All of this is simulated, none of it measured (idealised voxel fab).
The document below concerns the process module designated voxel capacitor over wiring.
Each square cell in cross-section cut measures 5 nm, and the section as a whole is 270 nm wide.
Heads up, the way a cross-section reads in here is a grid of square cells, handed over as bands from the top down, with every band being one or more rows of cells.
This entry defines a band. It first specifies the height of the band's top and the height of its bottom in nm, and then specifies the band's materials from left to right, stating each material with its width in nm. The word "all across" identifies a single material that fills the band from edge to edge, while the word "air" identifies empty space.
Height datum 0, below which the as-received substrate wafer is one material. Lowest band open at the bottom, running downward: "0 and below".
So if you see something like "30..40" for the width, read it as the top row of the band sitting at the first number and the bottom row at the second, with every row in between moving by the same amount as the last.
The cross-section has no changed cell in any step marked "left unchanged".
"Encapsulated voids" specifies each empty space that is not open to the top and that occupies no fewer than 8 cells, using the form width x height at distance, the distance measured from the left edge and all three quantities in nm.
That trailing text on a step's line, after the settings, is the simulator's own remark on the step.
overlay nm: step with mask; distance mask lay right of planned place; negative value = left of planned place.
Read each pair as before and after one process step. The after cross-section shows only down to the lowest band that changed. The step between them and its settings are given below the pair. Pairs can come from different runs of this module on the same starting wafer. A pair continues from the pair above only where its "Status quo ante" entry says so.

[Status quo ante]
> 60 down to 45: 90 nm air | 20 nm aC | 65 nm air | 20 nm aC | 75 nm air
> 45 down to 20: Ru all across
> 20 down to 15: TiN all across
> 15 down to 0: SiO2 all across
> 0 and below: Si all across
> Encapsulated voids: none

[Post-Step Section View]
> 60 down to 45: 90 nm air | 20 nm aC | 65 nm air | 20 nm aC | 75 nm air
> 45 down to 20: 90 nm air | 20 nm Ru | 65 nm air | 20 nm Ru | 75 nm air
> Rest of section, below 20: as before.
> Encapsulated voids: none
The structure shown above changes from one cross-section to the other through DIRECTIONAL_ETCH (etch materials Ru; depth nm 25)

Status quo ante: refer to the pair immediately above; the cross-section shown after its step is the state before this one.

[Post-Step Section View]
> 60 down to 45: 90 nm air | 20 nm aC | 65 nm air | 20 nm aC | 75 nm air
> 45 down to 20: 90 nm air | 20 nm Ru | 65 nm air | 20 nm Ru | 75 nm air
> 20 down to 15: 90 nm air | 20 nm TiN | 65 nm air | 20 nm TiN | 75 nm air
> Rest of section, below 15: as before.
> Encapsulated voids: none
The structure shown above changes from one cross-section to the other through DIRECTIONAL_ETCH (etch materials TiN; depth nm 5)

Status quo ante: refer to the pair immediately above; the cross-section shown after its step is the state before this one.

[Post-Step Section View]
> 45 down to 20: 90 nm air | 20 nm Ru | 65 nm air | 20 nm Ru | 75 nm air
> Rest of section, below 20: as before.
> Encapsulated voids: none
The structure shown above changes from one cross-section to the other through STRIP (etch materials aC)

Status quo ante: refer to the pair immediately above; the cross-section shown after its step is the state before this one.

[Post-Step Section View]
> 50 down to 45: 85 nm air | 30 nm SiCN | 55 nm air | 30 nm SiCN | 70 nm air
> 45 down to 20: 85 nm air | 5 nm SiCN | 20 nm Ru | 5 nm SiCN | 55 nm air | 5 nm SiCN | 20 nm Ru | 5 nm SiCN | 70 nm air
> 20 down to 15: 90 nm SiCN | 20 nm TiN | 65 nm SiCN | 20 nm TiN | 75 nm SiCN
> Rest of section, below 15: as before.
> Encapsulated voids: none
The structure shown above changes from one cross-section to the other through CONFORMAL_DEP (material SiCN; thk nm 5)

Status quo ante: refer to the pair immediately above; the cross-section shown after its step is the state before this one.

[Post-Step Section View]
> 55 down to 50: lowk all across
> 50 down to 45: 85 nm lowk | 30 nm SiCN | 55 nm lowk | 30 nm SiCN | 70 nm lowk
> 45 down to 20: 85 nm lowk | 5 nm SiCN | 20 nm Ru | 5 nm SiCN | 55 nm lowk | 5 nm SiCN | 20 nm Ru | 5 nm SiCN | 70 nm lowk
> Rest of section, below 20: as before.
> Encapsulated voids: none
The structure shown above changes from one cross-section to the other through FILL_DEP (material lowk; thk nm 5)

Status quo ante: refer to the pair immediately above; the cross-section shown after its step is the state before this one.

[Post-Step Section View]
> 45 down to 20: 85 nm lowk | 5 nm SiCN | 20 nm Ru | 5 nm SiCN | 55 nm lowk | 5 nm SiCN | 20 nm Ru | 5 nm SiCN | 70 nm lowk
> Rest of section, below 20: as before.
> Encapsulated voids: none
The structure shown above changes from one cross-section to the other through CMP (height nm 45)

Status quo ante: refer to the pair immediately above; the cross-section shown after its step is the state before this one.

[Post-Step Section View]
> 50 down to 45: SiCN all across
> Rest of section, below 45: as before.
> Encapsulated voids: none
The structure shown above changes from one cross-section to the other through CONFORMAL_DEP (material SiCN; thk nm 5)

Status quo ante: refer to the pair immediately above; the cross-section shown after its step is the state before this one.

[Post-Step Section View]
> 65 down to 50: SiO2 all across
> Rest of section, below 50: as before.
> Encapsulated voids: none
The structure shown above changes from one cross-section to the other through DIRECTIONAL_DEP (material SiO2; thk nm 15)

Status quo ante: refer to the pair immediately above; the cross-section shown after its step is the state before this one.

[Post-Step Section View]
> 75 down to 65: aC all across
> Rest of section, below 65: as before.
> Encapsulated voids: none
The structure shown above changes from one cross-section to the other through DIRECTIONAL_DEP (material aC; thk nm 10)

Status quo ante: refer to the pair immediately above; the cross-section shown after its step is the state before this one.

[Post-Step Section View]
> 100 down to 75: 85 nm resist | 15 nm air | 170 nm resist
> Rest of section, below 75: as before.
> Encapsulated voids: none
The structure shown above changes from one cross-section to the other through PATTERN (tone open; mask id PLUG_1; material resist; width nm 15; thk nm 25; overlay nm 0)

Status quo ante: refer to the pair immediately above; the cross-section shown after its step is the state before this one.

[Post-Step Section View]
> 90 down to 75: 85 nm resist | 15 nm air | 170 nm resist
> 75 down to 65: 85 nm aC | 15 nm air | 170 nm aC
> Rest of section, below 65: as before.
> Encapsulated voids: none
The structure shown above changes from one cross-section to the other through DIRECTIONAL_ETCH (etch materials aC; depth nm 10)

Status quo ante: refer to the pair immediately above; the cross-section shown after its step is the state before this one.

[Post-Step Section View]
> 75 down to 65: 85 nm aC | 15 nm air | 170 nm aC
> Rest of section, below 65: as before.
> Encapsulated voids: none
The structure shown above changes from one cross-section to the other through STRIP (etch materials resist)

Status quo ante: refer to the pair immediately above; the cross-section shown after its step is the state before this one.

[Post-Step Section View]
> 75 down to 65: 85 nm aC | 15 nm air | 170 nm aC
> 65 down to 50: 85 nm SiO2 | 15 nm air | 170 nm SiO2
> Rest of section, below 50: as before.
> Encapsulated voids: none
The structure shown above changes from one cross-section to the other through DIRECTIONAL_ETCH (etch materials SiO2; depth nm 15)

Status quo ante: refer to the pair immediately above; the cross-section shown after its step is the state before this one.

[Post-Step Section View]
> 75 down to 65: 85 nm aC | 15 nm air | 170 nm aC
> 65 down to 50: 85 nm SiO2 | 15 nm air | 170 nm SiO2
> 50 down to 45: 85 nm SiCN | 15 nm air | 170 nm SiCN
> Rest of section, below 45: as before.
> Encapsulated voids: none
The structure shown above changes from one cross-section to the other through DIRECTIONAL_ETCH (etch materials SiCN; depth nm 5)

Status quo ante: refer to the pair immediately above; the cross-section shown after its step is the state before this one.

[Post-Step Section View]
> 65 down to 50: 85 nm SiO2 | 15 nm air | 170 nm SiO2
> Rest of section, below 50: as before.
> Encapsulated voids: none
The structure shown above changes from one cross-section to the other through STRIP (etch materials aC)

Status quo ante: refer to the pair immediately above; the cross-section shown after its step is the state before this one.

[Post-Step Section View]
> 70 down to 65: 90 nm TiN | 5 nm air | 175 nm TiN
> 65 down to 50: 85 nm SiO2 | 5 nm TiN | 5 nm air | 5 nm TiN | 170 nm SiO2
> 50 down to 45: 85 nm SiCN | 15 nm TiN | 170 nm SiCN
> Rest of section, below 45: as before.
> Encapsulated voids: none
The structure shown above changes from one cross-section to the other through CONFORMAL_DEP (material TiN; thk nm 5)

Status quo ante: refer to the pair immediately above; the cross-section shown after its step is the state before this one.

[Post-Step Section View]
> 80 down to 70: Ru all across
> 70 down to 65: 90 nm TiN | 5 nm Ru | 175 nm TiN
> 65 down to 50: 85 nm SiO2 | 5 nm TiN | 5 nm Ru | 5 nm TiN | 170 nm SiO2
> Rest of section, below 50: as before.
> Encapsulated voids: none
The structure shown above changes from one cross-section to the other through FILL_DEP (material Ru; thk nm 10)

Status quo ante: refer to the pair immediately above; the cross-section shown after its step is the state before this one.

[Post-Step Section View]
> 65 down to 50: 85 nm SiO2 | 5 nm TiN | 5 nm Ru | 5 nm TiN | 170 nm SiO2
> Rest of section, below 50: as before.
> Encapsulated voids: none
The structure shown above changes from one cross-section to the other through CMP (height nm 65)

Status quo ante: refer to the pair immediately above; the cross-section shown after its step is the state before this one.

[Post-Step Section View]
> 70 down to 65: TiN all across
> Rest of section, below 65: as before.
> Encapsulated voids: none
The structure shown above changes from one cross-section to the other through DIRECTIONAL_DEP (material TiN; thk nm 5)

Status quo ante: refer to the pair immediately above; the cross-section shown after its step is the state before this one.

[Post-Step Section View]
> 75 down to 70: SiN all across
> Rest of section, below 70: as before.
> Encapsulated voids: none
The structure shown above changes from one cross-section to the other through DIRECTIONAL_DEP (material SiN; thk nm 5)

Status quo ante: refer to the pair immediately above; the cross-section shown after its step is the state before this one.

[Post-Step Section View]
> 80 down to 75: TiN all across
> Rest of section, below 75: as before.
> Encapsulated voids: none
The structure shown above changes from one cross-section to the other through DIRECTIONAL_DEP (material TiN; thk nm 5)

Status quo ante: refer to the pair immediately above; the cross-section shown after its step is the state before this one.

[Post-Step Section View]
> 80 down to 75: 85 nm air | 70 nm TiN | 115 nm air
> Rest of section, below 75: as before.
> Encapsulated voids: none
The structure shown above changes from one cross-section to the other through MASKED_ETCH (tone cover; mask id UPPER_PLATE; width nm 70; etch materials TiN; depth nm 5; overlay nm 0)

Status quo ante: refer to the pair immediately above; the cross-section shown after its step is the state before this one.

[Post-Step Section View]
> 80 down to 75: 85 nm air | 70 nm TiN | 115 nm air
> 75 down to 70: 85 nm air | 70 nm SiN | 115 nm air
> Rest of section, below 70: as before.
> Encapsulated voids: none
The structure shown above changes from one cross-section to the other through MASKED_ETCH (tone cover; mask id UPPER_PLATE; width nm 70; etch materials SiN; depth nm 5; overlay nm 0)

Status quo ante: refer to the pair immediately above; the cross-section shown after its step is the state before this one.

[Post-Step Section View]
> 95 down to 80: 80 nm air | 80 nm resist | 110 nm air
> 80 down to 75: 80 nm air | 5 nm resist | 70 nm TiN | 5 nm resist | 110 nm air
> 75 down to 70: 80 nm air | 5 nm resist | 70 nm SiN | 5 nm resist | 110 nm air
> Rest of section, below 70: as before.
> Encapsulated voids: none
The structure shown above changes from one cross-section to the other through PATTERN (tone cover; mask id LOWER_PLATE; material resist; width nm 80; thk nm 15; overlay nm 0)

Status quo ante: refer to the pair immediately above; the cross-section shown after its step is the state before this one.

[Post-Step Section View]
> 95 down to 80: 80 nm air | 80 nm resist | 110 nm air
> 80 down to 75: 80 nm air | 5 nm resist | 70 nm TiN | 5 nm resist | 110 nm air
> 75 down to 70: 80 nm air | 5 nm resist | 70 nm SiN | 5 nm resist | 110 nm air
> 70 down to 65: 80 nm air | 80 nm TiN | 110 nm air
> Rest of section, below 65: as before.
> Encapsulated voids: none
The structure shown above changes from one cross-section to the other through DIRECTIONAL_ETCH (etch materials TiN; depth nm 5)

Status quo ante: refer to the pair immediately above; the cross-section shown after its step is the state before this one.

[Post-Step Section View]
> 80 down to 75: 85 nm air | 70 nm TiN | 115 nm air
> 75 down to 70: 85 nm air | 70 nm SiN | 115 nm air
> Rest of section, below 70: as before.
> Encapsulated voids: none
The structure shown above changes from one cross-section to the other through STRIP (etch materials resist)

Status quo ante: refer to the pair immediately above; the cross-section shown after its step is the state before this one.

[Post-Step Section View]
> 100 down to 80: SiO2 all across
> 80 down to 75: 85 nm SiO2 | 70 nm TiN | 115 nm SiO2
> 75 down to 70: 85 nm SiO2 | 70 nm SiN | 115 nm SiO2
> 70 down to 65: 80 nm SiO2 | 80 nm TiN | 110 nm SiO2
> Rest of section, below 65: as before.
> Encapsulated voids: none
The structure shown above changes from one cross-section to the other through FILL_DEP (material SiO2; thk nm 20)

Status quo ante: refer to the pair immediately above; the cross-section shown after its step is the state before this one.

[Post-Step Section View]
> 95 down to 80: SiO2 all across
> Rest of section, below 80: as before.
> Encapsulated voids: none
The structure shown above changes from one cross-section to the other through CMP (height nm 95)

Status quo ante: refer to the pair immediately above; the cross-section shown after its step is the state before this one.

[Post-Step Section View]
> 95 down to 80: 95 nm SiO2 | 15 nm air | 160 nm SiO2
> Rest of section, below 80: as before.
> Encapsulated voids: none
The structure shown above changes from one cross-section to the other through MASKED_ETCH (tone open; mask id PLUG_2; width nm 15; etch materials SiO2; depth nm 15; overlay nm 0)

Status quo ante: refer to the pair immediately above; the cross-section shown after its step is the state before this one.

[Post-Step Section View]
> 100 down to 95: 100 nm TiN | 5 nm air | 165 nm TiN
> 95 down to 85: 95 nm SiO2 | 5 nm TiN | 5 nm air | 5 nm TiN | 160 nm SiO2
> 85 down to 75: 95..85 nm SiO2 | 15..70 nm TiN | 160..115 nm SiO2
> Rest of section, below 75: as before.
> Encapsulated voids: none
The structure shown above changes from one cross-section to the other through CONFORMAL_DEP (material TiN; thk nm 5)

Status quo ante: refer to the pair immediately above; the cross-section shown after its step is the state before this one.

[Post-Step Section View]
> 105 down to 100: Ru all across
> 100 down to 95: 100 nm TiN | 5 nm Ru | 165 nm TiN
> 95 down to 85: 95 nm SiO2 | 5 nm TiN | 5 nm Ru | 5 nm TiN | 160 nm SiO2
> Rest of section, below 85: as before.
> Encapsulated voids: none
The structure shown above changes from one cross-section to the other through FILL_DEP (material Ru; thk nm 5)

Status quo ante: refer to the pair immediately above; the cross-section shown after its step is the state before this one.

[Post-Step Section View]
> 95 down to 85: 95 nm SiO2 | 5 nm TiN | 5 nm Ru | 5 nm TiN | 160 nm SiO2
> Rest of section, below 85: as before.
> Encapsulated voids: none
The structure shown above changes from one cross-section to the other through CMP (height nm 95)

Status quo ante: refer to the pair immediately above; the cross-section shown after its step is the state before this one.

[Post-Step Section View]
> 100 down to 95: SiN all across
> Rest of section, below 95: as before.
> Encapsulated voids: none
The structure shown above changes from one cross-section to the other through CONFORMAL_DEP (material SiN; thk nm 5)

[Status quo ante]
> 95 down to 80: 95 nm SiO2 | 15 nm air | 160 nm SiO2
> 80 down to 75: 85 nm SiO2 | 70 nm TiN | 115 nm SiO2
> 75 down to 70: 85 nm SiO2 | 70 nm SiN | 115 nm SiO2
> 70 down to 65: 80 nm SiO2 | 80 nm TiN | 110 nm SiO2
> 65 down to 50: 85 nm SiO2 | 5 nm TiN | 5 nm Ru | 5 nm TiN | 170 nm SiO2
> 50 down to 45: 85 nm SiCN | 15 nm TiN | 170 nm SiCN
> 45 down to 20: 75 nm lowk | 5 nm SiCN | 20 nm Ru | 5 nm SiCN | 55 nm lowk | 5 nm SiCN | 20 nm Ru | 5 nm SiCN | 80 nm lowk
> 20 down to 15: 80 nm SiCN | 20 nm TiN | 65 nm SiCN | 20 nm TiN | 85 nm SiCN
> 15 down to 0: SiO2 all across
> 0 and below: Si all across
> Encapsulated voids: none

[Post-Step Section View]
> 100 down to 95: 100 nm aC | 5 nm air | 165 nm aC
> 95 down to 85: 95 nm SiO2 | 5 nm aC | 5 nm air | 5 nm aC | 160 nm SiO2
> 85 down to 80: 95 nm SiO2 | 15 nm aC | 160 nm SiO2
> Rest of section, below 80: as before.
> Encapsulated voids: none
The structure shown above changes from one cross-section to the other through CONFORMAL_DEP (material aC; thk nm 5)

Status quo ante: refer to the pair immediately above; the cross-section shown after its step is the state before this one.

[Post-Step Section View]
> 105 down to 100: Ru all across
> 100 down to 95: 100 nm aC | 5 nm Ru | 165 nm aC
> 95 down to 85: 95 nm SiO2 | 5 nm aC | 5 nm Ru | 5 nm aC | 160 nm SiO2
> Rest of section, below 85: as before.
> Encapsulated voids: none
The structure shown above changes from one cross-section to the other through FILL_DEP (material Ru; thk nm 5)

Status quo ante: refer to the pair immediately above; the cross-section shown after its step is the state before this one.

[Post-Step Section View]
> 95 down to 85: 95 nm SiO2 | 5 nm aC | 5 nm Ru | 5 nm aC | 160 nm SiO2
> Rest of section, below 85: as before.
> Encapsulated voids: none
The structure shown above changes from one cross-section to the other through CMP (height nm 95)

Status quo ante: refer to the pair immediately above; the cross-section shown after its step is the state before this one.

[Post-Step Section View]
> 100 down to 95: SiN all across
> Rest of section, below 95: as before.
> Encapsulated voids: none
The structure shown above changes from one cross-section to the other through CONFORMAL_DEP (material SiN; thk nm 5)

[Status quo ante]
> 75 down to 65: aC all across
> 65 down to 50: SiO2 all across
> 50 down to 45: SiCN all across
> 45 down to 20: 75 nm lowk | 5 nm SiCN | 20 nm Ru | 5 nm SiCN | 55 nm lowk | 5 nm SiCN | 20 nm Ru | 5 nm SiCN | 80 nm lowk
> 20 down to 15: 80 nm SiCN | 20 nm TiN | 65 nm SiCN | 20 nm TiN | 85 nm SiCN
> 15 down to 0: SiO2 all across
> 0 and below: Si all across
> Encapsulated voids: none

[Post-Step Section View]
> 100 down to 75: 85 nm air | 15 nm resist | 170 nm air
> Rest of section, below 75: as before.
> Encapsulated voids: none
The structure shown above changes from one cross-section to the other through PATTERN (tone cover; mask id PLUG_1; material resist; width nm 15; thk nm 25; overlay nm 0)

Status quo ante: refer to the pair immediately above; the cross-section shown after its step is the state before this one.

[Post-Step Section View]
> 90 down to 75: 85 nm air | 15 nm resist | 170 nm air
> 75 down to 65: 85 nm air | 15 nm aC | 170 nm air
> Rest of section, below 65: as before.
> Encapsulated voids: none
The structure shown above changes from one cross-section to the other through DIRECTIONAL_ETCH (etch materials aC; depth nm 10)

Status quo ante: refer to the pair immediately above; the cross-section shown after its step is the state before this one.

[Post-Step Section View]
> 75 down to 65: 85 nm air | 15 nm aC | 170 nm air
> Rest of section, below 65: as before.
> Encapsulated voids: none
The structure shown above changes from one cross-section to the other through STRIP (etch materials resist)

Status quo ante: refer to the pair immediately above; the cross-section shown after its step is the state before this one.

[Post-Step Section View]
> 75 down to 65: 85 nm air | 15 nm aC | 170 nm air
> 65 down to 50: 85 nm air | 15 nm SiO2 | 170 nm air
> Rest of section, below 50: as before.
> Encapsulated voids: none
The structure shown above changes from one cross-section to the other through DIRECTIONAL_ETCH (etch materials SiO2; depth nm 15)

Status quo ante: refer to the pair immediately above; the cross-section shown after its step is the state before this one.

[Post-Step Section View]
> 75 down to 65: 85 nm air | 15 nm aC | 170 nm air
> 65 down to 50: 85 nm air | 15 nm SiO2 | 170 nm air
> 50 down to 45: 85 nm air | 15 nm SiCN | 170 nm air
> Rest of section, below 45: as before.
> Encapsulated voids: none
The structure shown above changes from one cross-section to the other through DIRECTIONAL_ETCH (etch materials SiCN; depth nm 5)

Status quo ante: refer to the pair immediately above; the cross-section shown after its step is the state before this one.

[Post-Step Section View]
> 65 down to 50: 85 nm air | 15 nm SiO2 | 170 nm air
> Rest of section, below 50: as before.
> Encapsulated voids: none
The structure shown above changes from one cross-section to the other through STRIP (etch materials aC)

Status quo ante: refer to the pair immediately above; the cross-section shown after its step is the state before this one.

[Post-Step Section View]
> 70 down to 65: 80 nm air | 25 nm TiN | 165 nm air
> 65 down to 50: 80 nm air | 5 nm TiN | 15 nm SiO2 | 5 nm TiN | 165 nm air
> 50 down to 45: 85 nm TiN | 15 nm SiCN | 170 nm TiN
> Rest of section, below 45: as before.
> Encapsulated voids: none
The structure shown above changes from one cross-section to the other through CONFORMAL_DEP (material TiN; thk nm 5)

Status quo ante: refer to the pair immediately above; the cross-section shown after its step is the state before this one.

[Post-Step Section View]
> 80 down to 70: Ru all across
> 70 down to 65: 80 nm Ru | 25 nm TiN | 165 nm Ru
> 65 down to 50: 80 nm Ru | 5 nm TiN | 15 nm SiO2 | 5 nm TiN | 165 nm Ru
> Rest of section, below 50: as before.
> Encapsulated voids: none
The structure shown above changes from one cross-section to the other through FILL_DEP (material Ru; thk nm 10)

Status quo ante: refer to the pair immediately above; the cross-section shown after its step is the state before this one.

[Post-Step Section View]
> 65 down to 50: 80 nm Ru | 5 nm TiN | 15 nm SiO2 | 5 nm TiN | 165 nm Ru
> Rest of section, below 50: as before.
> Encapsulated voids: none
The structure shown above changes from one cross-section to the other through CMP (height nm 65)

Status quo ante: refer to the pair immediately above; the cross-section shown after its step is the state before this one.

[Post-Step Section View]
> 70 down to 65: TiN all across
> Rest of section, below 65: as before.
> Encapsulated voids: none
The structure shown above changes from one cross-section to the other through DIRECTIONAL_DEP (material TiN; thk nm 5)

Status quo ante: refer to the pair immediately above; the cross-section shown after its step is the state before this one.

[Post-Step Section View]
> 75 down to 70: SiN all across
> Rest of section, below 70: as before.
> Encapsulated voids: none
The structure shown above changes from one cross-section to the other through DIRECTIONAL_DEP (material SiN; thk nm 5)

Status quo ante: refer to the pair immediately above; the cross-section shown after its step is the state before this one.

[Post-Step Section View]
> 80 down to 75: TiN all across
> Rest of section, below 75: as before.
> Encapsulated voids: none
The structure shown above changes from one cross-section to the other through DIRECTIONAL_DEP (material TiN; thk nm 5)

Status quo ante: refer to the pair immediately above; the cross-section shown after its step is the state before this one.

[Post-Step Section View]
> 80 down to 75: 85 nm air | 70 nm TiN | 115 nm air
> Rest of section, below 75: as before.
> Encapsulated voids: none
The structure shown above changes from one cross-section to the other through MASKED_ETCH (tone cover; mask id UPPER_PLATE; width nm 70; etch materials TiN; depth nm 5; overlay nm 0)

Status quo ante: refer to the pair immediately above; the cross-section shown after its step is the state before this one.

[Post-Step Section View]
> 80 down to 75: 85 nm air | 70 nm TiN | 115 nm air
> 75 down to 70: 85 nm air | 70 nm SiN | 115 nm air
> Rest of section, below 70: as before.
> Encapsulated voids: none
The structure shown above changes from one cross-section to the other through MASKED_ETCH (tone cover; mask id UPPER_PLATE; width nm 70; etch materials SiN; depth nm 5; overlay nm 0)

Status quo ante: refer to the pair immediately above; the cross-section shown after its step is the state before this one.

[Post-Step Section View]
> 95 down to 80: 80 nm air | 80 nm resist | 110 nm air
> 80 down to 75: 80 nm air | 5 nm resist | 70 nm TiN | 5 nm resist | 110 nm air
> 75 down to 70: 80 nm air | 5 nm resist | 70 nm SiN | 5 nm resist | 110 nm air
> Rest of section, below 70: as before.
> Encapsulated voids: none
The structure shown above changes from one cross-section to the other through PATTERN (tone cover; mask id LOWER_PLATE; material resist; width nm 80; thk nm 15; overlay nm 0)

Status quo ante: refer to the pair immediately above; the cross-section shown after its step is the state before this one.

[Post-Step Section View]
> 95 down to 80: 80 nm air | 80 nm resist | 110 nm air
> 80 down to 75: 80 nm air | 5 nm resist | 70 nm TiN | 5 nm resist | 110 nm air
> 75 down to 70: 80 nm air | 5 nm resist | 70 nm SiN | 5 nm resist | 110 nm air
> 70 down to 65: 80 nm air | 80 nm TiN | 110 nm air
> Rest of section, below 65: as before.
> Encapsulated voids: none
The structure shown above changes from one cross-section to the other through DIRECTIONAL_ETCH (etch materials TiN; depth nm 5)

Status quo ante: refer to the pair immediately above; the cross-section shown after its step is the state before this one.

[Post-Step Section View]
> 80 down to 75: 85 nm air | 70 nm TiN | 115 nm air
> 75 down to 70: 85 nm air | 70 nm SiN | 115 nm air
> Rest of section, below 70: as before.
> Encapsulated voids: none
The structure shown above changes from one cross-section to the other through STRIP (etch materials resist)

Status quo ante: refer to the pair immediately above; the cross-section shown after its step is the state before this one.

[Post-Step Section View]
> 100 down to 80: SiO2 all across
> 80 down to 75: 85 nm SiO2 | 70 nm TiN | 115 nm SiO2
> 75 down to 70: 85 nm SiO2 | 70 nm SiN | 115 nm SiO2
> 70 down to 65: 80 nm SiO2 | 80 nm TiN | 110 nm SiO2
> Rest of section, below 65: as before.
> Encapsulated voids: none
The structure shown above changes from one cross-section to the other through FILL_DEP (material SiO2; thk nm 20)

Status quo ante: refer to the pair immediately above; the cross-section shown after its step is the state before this one.

[Post-Step Section View]
> 95 down to 80: SiO2 all across
> Rest of section, below 80: as before.
> Encapsulated voids: none
The structure shown above changes from one cross-section to the other through CMP (height nm 95)

Status quo ante: refer to the pair immediately above; the cross-section shown after its step is the state before this one.

[Post-Step Section View]
> 95 down to 80: 95 nm SiO2 | 15 nm air | 160 nm SiO2
> Rest of section, below 80: as before.
> Encapsulated voids: none
The structure shown above changes from one cross-section to the other through MASKED_ETCH (tone open; mask id PLUG_2; width nm 15; etch materials SiO2; depth nm 15; overlay nm 0)

Status quo ante: refer to the pair immediately above; the cross-section shown after its step is the state before this one.

[Post-Step Section View]
> 100 down to 95: 100 nm TiN | 5 nm air | 165 nm TiN
> 95 down to 85: 95 nm SiO2 | 5 nm TiN | 5 nm air | 5 nm TiN | 160 nm SiO2
> 85 down to 75: 95..85 nm SiO2 | 15..70 nm TiN | 160..115 nm SiO2
> Rest of section, below 75: as before.
> Encapsulated voids: none
The structure shown above changes from one cross-section to the other through CONFORMAL_DEP (material TiN; thk nm 5)

Status quo ante: refer to the pair immediately above; the cross-section shown after its step is the state before this one.

[Post-Step Section View]
> 105 down to 100: Ru all across
> 100 down to 95: 100 nm TiN | 5 nm Ru | 165 nm TiN
> 95 down to 85: 95 nm SiO2 | 5 nm TiN | 5 nm Ru | 5 nm TiN | 160 nm SiO2
> Rest of section, below 85: as before.
> Encapsulated voids: none
The structure shown above changes from one cross-section to the other through FILL_DEP (material Ru; thk nm 5)

Status quo ante: refer to the pair immediately above; the cross-section shown after its step is the state before this one.

[Post-Step Section View]
> 95 down to 85: 95 nm SiO2 | 5 nm TiN | 5 nm Ru | 5 nm TiN | 160 nm SiO2
> Rest of section, below 85: as before.
> Encapsulated voids: none
The structure shown above changes from one cross-section to the other through CMP (height nm 95)

Status quo ante: refer to the pair immediately above; the cross-section shown after its step is the state before this one.

[Post-Step Section View]
> 100 down to 95: SiN all across
> Rest of section, below 95: as before.
> Encapsulated voids: none
The structure shown above changes from one cross-section to the other through CONFORMAL_DEP (material SiN; thk nm 5)
